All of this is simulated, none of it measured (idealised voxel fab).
Process module in this document: voxel trench capacitor
It is cross-section cut that appears here, measuring 225 nm in width, its square cells being 5 nm in size.
For the purposes of this document, a cross-section shall be understood as a grid of square cells, specified as bands listed in top-to-bottom order, each band consisting of one or more rows of cells.
What a band's entry tells you: where the top is and where the bottom is, as heights in nm, and after that what lies inside, material by material from left to right, each with its width in nm. Empty space is written as the word "blank", and a single material marked with the word "edge to edge" occupies the band from edge to edge.
Height 0 is the level under which the wafer as received is all one material. The lowest band goes on downwards, as in "z 0 and below".
When a width is written as two numbers, as in "30 to 40", the first number is the width in the top row of cells of the band and the second is the width in its bottom row, and the width changes by the same amount from each row to the next.
The cross-section has no changed cell in any step marked "remains unaltered".
For the entry "Sealed void listing", the listed items are empty spaces with no open way to the top whose size is 8 cells or more; each item follows the pattern width x height at distance, where distance is from the left edge and all three are in nm.
Where a step's line continues beyond its settings, the continuation is a remark by the simulator itself on that step.
If you see "overlay nm" on a step's line and that step has a mask, it's telling you how far right of where it was planned the mask ended up; a negative number means it went left instead.

The following list gives the planned process steps
step 1: RECEIVE with material Si
step 2: CONFORMAL_DEP with material SiN, thk nm 10
step 3: DIRECTIONAL_DEP with material aC, thk nm 15
step 4: PATTERN with tone open, mask id TRENCH, material resist, width nm 25, pitch nm 50, thk nm 30, overlay nm 0
step 5: DIRECTIONAL_ETCH with etch materials aC, depth nm 15
step 6: STRIP with etch materials resist
step 7: DIRECTIONAL_ETCH with etch materials SiN, depth nm 10
step 8: DIRECTIONAL_ETCH with etch materials Si, depth nm 25
step 9: STRIP with etch materials aC
step 10: CONFORMAL_DEP with material HfO2, thk nm 5
step 11: CONFORMAL_DEP with material TiN, thk nm 5
step 12: FILL_DEP with material W, thk nm 5
step 13: CMP with height nm 10

first wafer, as planned

Wafer as received: cross-section following step 1
	z 0 and below = Si edge to edge
	Sealed void listing: none

Wafer after step 2 (cross-section)
	z 10 to 0 = SiN edge to edge
	Whatever lies below 0 is exactly as it was before.

Wafer after step 3 (cross-section)
	z 25 to 10 = aC edge to edge
	Whatever lies below 10 is exactly as it was before.

Wafer after step 4 (cross-section)
	z 55 to 25 = 25 of resist, 25 of blank, 25 of resist, 25 of blank, 25 of resist, 25 of blank, 25 of resist, 25 of blank, 25 of resist
	Whatever lies below 25 is exactly as it was before.

Wafer after step 5 (cross-section)
	z 40 to 25 = 25 of resist, 25 of blank, 25 of resist, 25 of blank, 25 of resist, 25 of blank, 25 of resist, 25 of blank, 25 of resist
	z 25 to 10 = 25 of aC, 25 of blank, 25 of aC, 25 of blank, 25 of aC, 25 of blank, 25 of aC, 25 of blank, 25 of aC
	Whatever lies below 10 is exactly as it was before.

Wafer after step 6 (cross-section)
	z 25 to 10 = 25 of aC, 25 of blank, 25 of aC, 25 of blank, 25 of aC, 25 of blank, 25 of aC, 25 of blank, 25 of aC
	Whatever lies below 10 is exactly as it was before.

Wafer after step 7 (cross-section)
	z 25 to 10 = 25 of aC, 25 of blank, 25 of aC, 25 of blank, 25 of aC, 25 of blank, 25 of aC, 25 of blank, 25 of aC
	z 10 to 0 = 25 of SiN, 25 of blank, 25 of SiN, 25 of blank, 25 of SiN, 25 of blank, 25 of SiN, 25 of blank, 25 of SiN
	Whatever lies below 0 is exactly as it was before.

Wafer after step 8 (cross-section)
	z 25 to 10 = 25 of aC, 25 of blank, 25 of aC, 25 of blank, 25 of aC, 25 of blank, 25 of aC, 25 of blank, 25 of aC
	z 10 to 0 = 25 of SiN, 25 of blank, 25 of SiN, 25 of blank, 25 of SiN, 25 of blank, 25 of SiN, 25 of blank, 25 of SiN
	z 0 to -25 = 25 of Si, 25 of blank, 25 of Si, 25 of blank, 25 of Si, 25 of blank, 25 of Si, 25 of blank, 25 of Si
	Whatever lies below -25 is exactly as it was before.

Wafer after step 9 (cross-section)
	z 10 to 0 = 25 of SiN, 25 of blank, 25 of SiN, 25 of blank, 25 of SiN, 25 of blank, 25 of SiN, 25 of blank, 25 of SiN
	Whatever lies below 0 is exactly as it was before.

Wafer after step 10 (cross-section)
	z 15 to 10 = 30 of HfO2, 15 of blank, 35 of HfO2, 15 of blank, 35 of HfO2, 15 of blank, 35 of HfO2, 15 of blank, 30 of HfO2
	z 10 to 0 = 25 of SiN, 5 of HfO2, 15 of blank, 5 of HfO2, 25 of SiN, 5 of HfO2, 15 of blank, 5 of HfO2, 25 of SiN, 5 of HfO2, 15 of blank, 5 of HfO2, 25 of SiN, 5 of HfO2, 15 of blank, 5 of HfO2, 25 of SiN
	z 0 to -20 = 25 of Si, 5 of HfO2, 15 of blank, 5 of HfO2, 25 of Si, 5 of HfO2, 15 of blank, 5 of HfO2, 25 of Si, 5 of HfO2, 15 of blank, 5 of HfO2, 25 of Si, 5 of HfO2, 15 of blank, 5 of HfO2, 25 of Si
	z -20 to -25 = 25 of Si, 25 of HfO2, 25 of Si, 25 of HfO2, 25 of Si, 25 of HfO2, 25 of Si, 25 of HfO2, 25 of Si
	Whatever lies below -25 is exactly as it was before.

Wafer after step 11 (cross-section)
	z 20 to 15 = 35 of TiN, 5 of blank, 45 of TiN, 5 of blank, 45 of TiN, 5 of blank, 45 of TiN, 5 of blank, 35 of TiN
	z 15 to 10 = 30 of HfO2, 5 of TiN, 5 of blank, 5 of TiN, 35 of HfO2, 5 of TiN, 5 of blank, 5 of TiN, 35 of HfO2, 5 of TiN, 5 of blank, 5 of TiN, 35 of HfO2, 5 of TiN, 5 of blank, 5 of TiN, 30 of HfO2
	z 10 to 0 = 25 of SiN, 5 of HfO2, 5 of TiN, 5 of blank, 5 of TiN, 5 of HfO2, 25 of SiN, 5 of HfO2, 5 of TiN, 5 of blank, 5 of TiN, 5 of HfO2, 25 of SiN, 5 of HfO2, 5 of TiN, 5 of blank, 5 of TiN, 5 of HfO2, 25 of SiN, 5 of HfO2, 5 of TiN, 5 of blank, 5 of TiN, 5 of HfO2, 25 of SiN
	z 0 to -15 = 25 of Si, 5 of HfO2, 5 of TiN, 5 of blank, 5 of TiN, 5 of HfO2, 25 of Si, 5 of HfO2, 5 of TiN, 5 of blank, 5 of TiN, 5 of HfO2, 25 of Si, 5 of HfO2, 5 of TiN, 5 of blank, 5 of TiN, 5 of HfO2, 25 of Si, 5 of HfO2, 5 of TiN, 5 of blank, 5 of TiN, 5 of HfO2, 25 of Si
	z -15 to -20 = 25 of Si, 5 of HfO2, 15 of TiN, 5 of HfO2, 25 of Si, 5 of HfO2, 15 of TiN, 5 of HfO2, 25 of Si, 5 of HfO2, 15 of TiN, 5 of HfO2, 25 of Si, 5 of HfO2, 15 of TiN, 5 of HfO2, 25 of Si
	Whatever lies below -20 is exactly as it was before.

Wafer after step 12 (cross-section)
	z 25 to 20 = W edge to edge
	z 20 to 15 = 35 of TiN, 5 of W, 45 of TiN, 5 of W, 45 of TiN, 5 of W, 45 of TiN, 5 of W, 35 of TiN
	z 15 to 10 = 30 of HfO2, 5 of TiN, 5 of W, 5 of TiN, 35 of HfO2, 5 of TiN, 5 of W, 5 of TiN, 35 of HfO2, 5 of TiN, 5 of W, 5 of TiN, 35 of HfO2, 5 of TiN, 5 of W, 5 of TiN, 30 of HfO2
	z 10 to 0 = 25 of SiN, 5 of HfO2, 5 of TiN, 5 of W, 5 of TiN, 5 of HfO2, 25 of SiN, 5 of HfO2, 5 of TiN, 5 of W, 5 of TiN, 5 of HfO2, 25 of SiN, 5 of HfO2, 5 of TiN, 5 of W, 5 of TiN, 5 of HfO2, 25 of SiN, 5 of HfO2, 5 of TiN, 5 of W, 5 of TiN, 5 of HfO2, 25 of SiN
	z 0 to -15 = 25 of Si, 5 of HfO2, 5 of TiN, 5 of W, 5 of TiN, 5 of HfO2, 25 of Si, 5 of HfO2, 5 of TiN, 5 of W, 5 of TiN, 5 of HfO2, 25 of Si, 5 of HfO2, 5 of TiN, 5 of W, 5 of TiN, 5 of HfO2, 25 of Si, 5 of HfO2, 5 of TiN, 5 of W, 5 of TiN, 5 of HfO2, 25 of Si
	Whatever lies below -15 is exactly as it was before.

Wafer after step 13 (cross-section)
	z 10 to 0 = 25 of SiN, 5 of HfO2, 5 of TiN, 5 of W, 5 of TiN, 5 of HfO2, 25 of SiN, 5 of HfO2, 5 of TiN, 5 of W, 5 of TiN, 5 of HfO2, 25 of SiN, 5 of HfO2, 5 of TiN, 5 of W, 5 of TiN, 5 of HfO2, 25 of SiN, 5 of HfO2, 5 of TiN, 5 of W, 5 of TiN, 5 of HfO2, 25 of SiN
	Whatever lies below 0 is exactly as it was before.

The second wafer began exactly as the first did and followed the same plan, but one mistake was made while running it; through step 3 inclusive, the two wafers are identical

Look at the second wafer in cross-section at the time step 4 ought to have finished
	z 55 to 25 = 15 of resist, 25 of blank, 25 of resist, 25 of blank, 25 of resist, 25 of blank, 25 of resist, 25 of blank, 35 of resist
	Whatever lies below 25 is exactly as it was before.

Look at the second wafer in cross-section at the time step 5 ought to have finished
	z 40 to 25 = 15 of resist, 25 of blank, 25 of resist, 25 of blank, 25 of resist, 25 of blank, 25 of resist, 25 of blank, 35 of resist
	z 25 to 10 = 15 of aC, 25 of blank, 25 of aC, 25 of blank, 25 of aC, 25 of blank, 25 of aC, 25 of blank, 35 of aC
	Whatever lies below 10 is exactly as it was before.

Look at the second wafer in cross-section at the time step 6 ought to have finished
	z 25 to 10 = 15 of aC, 25 of blank, 25 of aC, 25 of blank, 25 of aC, 25 of blank, 25 of aC, 25 of blank, 35 of aC
	Whatever lies below 10 is exactly as it was before.

Look at the second wafer in cross-section at the time step 7 ought to have finished
	z 25 to 10 = 15 of aC, 25 of blank, 25 of aC, 25 of blank, 25 of aC, 25 of blank, 25 of aC, 25 of blank, 35 of aC
	z 10 to 0 = 15 of SiN, 25 of blank, 25 of SiN, 25 of blank, 25 of SiN, 25 of blank, 25 of SiN, 25 of blank, 35 of SiN
	Whatever lies below 0 is exactly as it was before.

Look at the second wafer in cross-section at the time step 8 ought to have finished
	z 25 to 10 = 15 of aC, 25 of blank, 25 of aC, 25 of blank, 25 of aC, 25 of blank, 25 of aC, 25 of blank, 35 of aC
	z 10 to 0 = 15 of SiN, 25 of blank, 25 of SiN, 25 of blank, 25 of SiN, 25 of blank, 25 of SiN, 25 of blank, 35 of SiN
	z 0 to -25 = 15 of Si, 25 of blank, 25 of Si, 25 of blank, 25 of Si, 25 of blank, 25 of Si, 25 of blank, 35 of Si
	Whatever lies below -25 is exactly as it was before.

Look at the second wafer in cross-section at the time step 9 ought to have finished
	z 10 to 0 = 15 of SiN, 25 of blank, 25 of SiN, 25 of blank, 25 of SiN, 25 of blank, 25 of SiN, 25 of blank, 35 of SiN
	Whatever lies below 0 is exactly as it was before.

Look at the second wafer in cross-section at the time step 10 ought to have finished
	z 15 to 10 = 20 of HfO2, 15 of blank, 35 of HfO2, 15 of blank, 35 of HfO2, 15 of blank, 35 of HfO2, 15 of blank, 40 of HfO2
	z 10 to 0 = 15 of SiN, 5 of HfO2, 15 of blank, 5 of HfO2, 25 of SiN, 5 of HfO2, 15 of blank, 5 of HfO2, 25 of SiN, 5 of HfO2, 15 of blank, 5 of HfO2, 25 of SiN, 5 of HfO2, 15 of blank, 5 of HfO2, 35 of SiN
	z 0 to -20 = 15 of Si, 5 of HfO2, 15 of blank, 5 of HfO2, 25 of Si, 5 of HfO2, 15 of blank, 5 of HfO2, 25 of Si, 5 of HfO2, 15 of blank, 5 of HfO2, 25 of Si, 5 of HfO2, 15 of blank, 5 of HfO2, 35 of Si
	z -20 to -25 = 15 of Si, 25 of HfO2, 25 of Si, 25 of HfO2, 25 of Si, 25 of HfO2, 25 of Si, 25 of HfO2, 35 of Si
	Whatever lies below -25 is exactly as it was before.

Look at the second wafer in cross-section at the time step 11 ought to have finished
	z 20 to 15 = 25 of TiN, 5 of blank, 45 of TiN, 5 of blank, 45 of TiN, 5 of blank, 45 of TiN, 5 of blank, 45 of TiN
	z 15 to 10 = 20 of HfO2, 5 of TiN, 5 of blank, 5 of TiN, 35 of HfO2, 5 of TiN, 5 of blank, 5 of TiN, 35 of HfO2, 5 of TiN, 5 of blank, 5 of TiN, 35 of HfO2, 5 of TiN, 5 of blank, 5 of TiN, 40 of HfO2
	z 10 to 0 = 15 of SiN, 5 of HfO2, 5 of TiN, 5 of blank, 5 of TiN, 5 of HfO2, 25 of SiN, 5 of HfO2, 5 of TiN, 5 of blank, 5 of TiN, 5 of HfO2, 25 of SiN, 5 of HfO2, 5 of TiN, 5 of blank, 5 of TiN, 5 of HfO2, 25 of SiN, 5 of HfO2, 5 of TiN, 5 of blank, 5 of TiN, 5 of HfO2, 35 of SiN
	z 0 to -15 = 15 of Si, 5 of HfO2, 5 of TiN, 5 of blank, 5 of TiN, 5 of HfO2, 25 of Si, 5 of HfO2, 5 of TiN, 5 of blank, 5 of TiN, 5 of HfO2, 25 of Si, 5 of HfO2, 5 of TiN, 5 of blank, 5 of TiN, 5 of HfO2, 25 of Si, 5 of HfO2, 5 of TiN, 5 of blank, 5 of TiN, 5 of HfO2, 35 of Si
	z -15 to -20 = 15 of Si, 5 of HfO2, 15 of TiN, 5 of HfO2, 25 of Si, 5 of HfO2, 15 of TiN, 5 of HfO2, 25 of Si, 5 of HfO2, 15 of TiN, 5 of HfO2, 25 of Si, 5 of HfO2, 15 of TiN, 5 of HfO2, 35 of Si
	Whatever lies below -20 is exactly as it was before.

Look at the second wafer in cross-section at the time step 12 ought to have finished
	z 25 to 20 = W edge to edge
	z 20 to 15 = 25 of TiN, 5 of W, 45 of TiN, 5 of W, 45 of TiN, 5 of W, 45 of TiN, 5 of W, 45 of TiN
	z 15 to 10 = 20 of HfO2, 5 of TiN, 5 of W, 5 of TiN, 35 of HfO2, 5 of TiN, 5 of W, 5 of TiN, 35 of HfO2, 5 of TiN, 5 of W, 5 of TiN, 35 of HfO2, 5 of TiN, 5 of W, 5 of TiN, 40 of HfO2
	z 10 to 0 = 15 of SiN, 5 of HfO2, 5 of TiN, 5 of W, 5 of TiN, 5 of HfO2, 25 of SiN, 5 of HfO2, 5 of TiN, 5 of W, 5 of TiN, 5 of HfO2, 25 of SiN, 5 of HfO2, 5 of TiN, 5 of W, 5 of TiN, 5 of HfO2, 25 of SiN, 5 of HfO2, 5 of TiN, 5 of W, 5 of TiN, 5 of HfO2, 35 of SiN
	z 0 to -15 = 15 of Si, 5 of HfO2, 5 of TiN, 5 of W, 5 of TiN, 5 of HfO2, 25 of Si, 5 of HfO2, 5 of TiN, 5 of W, 5 of TiN, 5 of HfO2, 25 of Si, 5 of HfO2, 5 of TiN, 5 of W, 5 of TiN, 5 of HfO2, 25 of Si, 5 of HfO2, 5 of TiN, 5 of W, 5 of TiN, 5 of HfO2, 35 of Si
	Whatever lies below -15 is exactly as it was before.

Look at the second wafer in cross-section at the time step 13 ought to have finished
	z 10 to 0 = 15 of SiN, 5 of HfO2, 5 of TiN, 5 of W, 5 of TiN, 5 of HfO2, 25 of SiN, 5 of HfO2, 5 of TiN, 5 of W, 5 of TiN, 5 of HfO2, 25 of SiN, 5 of HfO2, 5 of TiN, 5 of W, 5 of TiN, 5 of HfO2, 25 of SiN, 5 of HfO2, 5 of TiN, 5 of W, 5 of TiN, 5 of HfO2, 35 of SiN
	Whatever lies below 0 is exactly as it was before.
Deviation noted in wafer processing: the process deviated at step 4: the operation and settings actually run there were PATTERN with tone open, mask id TRENCH, material resist, width nm 25, pitch nm 50, thk nm 30, overlay nm -10
at the end the second wafer has, in cells: as many of each material as the first, in other places
